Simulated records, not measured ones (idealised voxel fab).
The document below concerns the process module designated voxel local oxidation.
In the cross-section labelled cut, the width is 170 nm and each square cell is 5 nm.
Heads up, the way a cross-section reads in here is a grid of square cells, handed over as bands from the top down, with every band being one or more rows of cells.
For a band, the entry starts with two heights in nm, that of the top and then that of the bottom, and carries on with the band's materials in order from left to right, each alongside its width in nm; the word "edge to edge" beside a single material means it fills the band edge to edge, and "empty" means empty space.
Heights are expressed relative to 0, this being the level below which the as-received wafer comprises one material exclusively. The lowest band is unbounded in the downward direction and is denoted as in "0..down".
Width spec "30 to 40" -> top row of cells at first value, bottom row at second value, equal per-row change in between.
Key: "nothing was modified" - step with no changed cell in the cross-section.
"Voids, fully enclosed": empty spaces of 8 cells or more with no open way to the top, each given as width x height at distance, distance from the left edge, all in nm.
Heads up: the bit after the settings on a step's line is the simulator's remark on that step.
overlay nm: for a step with a mask, the amount by which the mask lay right of where it was planned; a negative amount means left of it.

### This section lists the process steps that were planned
- 1: RECEIVE [material Si]
- 2: CONFORMAL_DEP [material SiO2] [thk nm 5]
- 3: CONFORMAL_DEP [material SiN] [thk nm 15]
- 4: PATTERN [tone cover] [mask id ACTIVE] [material resist] [width nm 120] [thk nm 15] [overlay nm 0]
- 5: DIRECTIONAL_ETCH [etch materials SiN] [depth nm 15]
- 6: STRIP [etch materials resist]
- 7: SELECTIVE_ETCH [etch materials SiO2] [depth nm 5]
- 8: OXIDIZE [depth nm 15]
- 9: STRIP [etch materials SiN]

### First out of two wafers; run went to plan

### Cross-section: wafer on arrival = after step 1
- 0..down: Si edge to edge
- Voids, fully enclosed: none

### Upon completion of step 2, the wafer appears in cross-section as shown
- 5..0: SiO2 edge to edge
- Anything lower than 0 is untouched.

### Upon completion of step 3, the wafer appears in cross-section as shown
- 20..5: SiN edge to edge
- Anything lower than 5 is untouched.

### Upon completion of step 4, the wafer appears in cross-section as shown
- 35..20: 25 of empty; 120 of resist; 25 of empty
- Anything lower than 20 is untouched.

### Upon completion of step 5, the wafer appears in cross-section as shown
- 35..20: 25 of empty; 120 of resist; 25 of empty
- 20..5: 25 of empty; 120 of SiN; 25 of empty
- Anything lower than 5 is untouched.

### Upon completion of step 6, the wafer appears in cross-section as shown
- 20..5: 25 of empty; 120 of SiN; 25 of empty
- Anything lower than 5 is untouched.

### Upon completion of step 7, the wafer appears in cross-section as shown
- 20..5: 25 of empty; 120 of SiN; 25 of empty
- 5..0: 30 of empty; 110 of SiO2; 30 of empty
- Anything lower than 0 is untouched.

### Upon completion of step 8, the wafer appears in cross-section as shown
- 20..5: 25 of empty; 120 of SiN; 25 of empty
- 5..0: 30 of empty; 110 of SiO2; 30 of empty
- 0..-15: 45 of SiO2; 80 of Si; 45 of SiO2
- Anything lower than -15 is untouched.

### Upon completion of step 9, the wafer appears in cross-section as shown
- 5..0: 30 of empty; 110 of SiO2; 30 of empty
- Anything lower than 0 is untouched.

### The remaining wafer, second of the two, started like the first and was run to the same plan, except that one mistake was made along the way; the two coincide through step 8, inclusive

### Cross-sectional view of the second wafer at the intended end time of process step 9
- 5..0: 30 of empty; 110 of SiO2; 30 of empty
- Anything lower than 0 is untouched.
Misprocessing identified: step 9 of the plan was carried out twice
It should be noted that the final cross-sections of the two wafers coincide, and the mistake therefore has no effect on the output of this model.
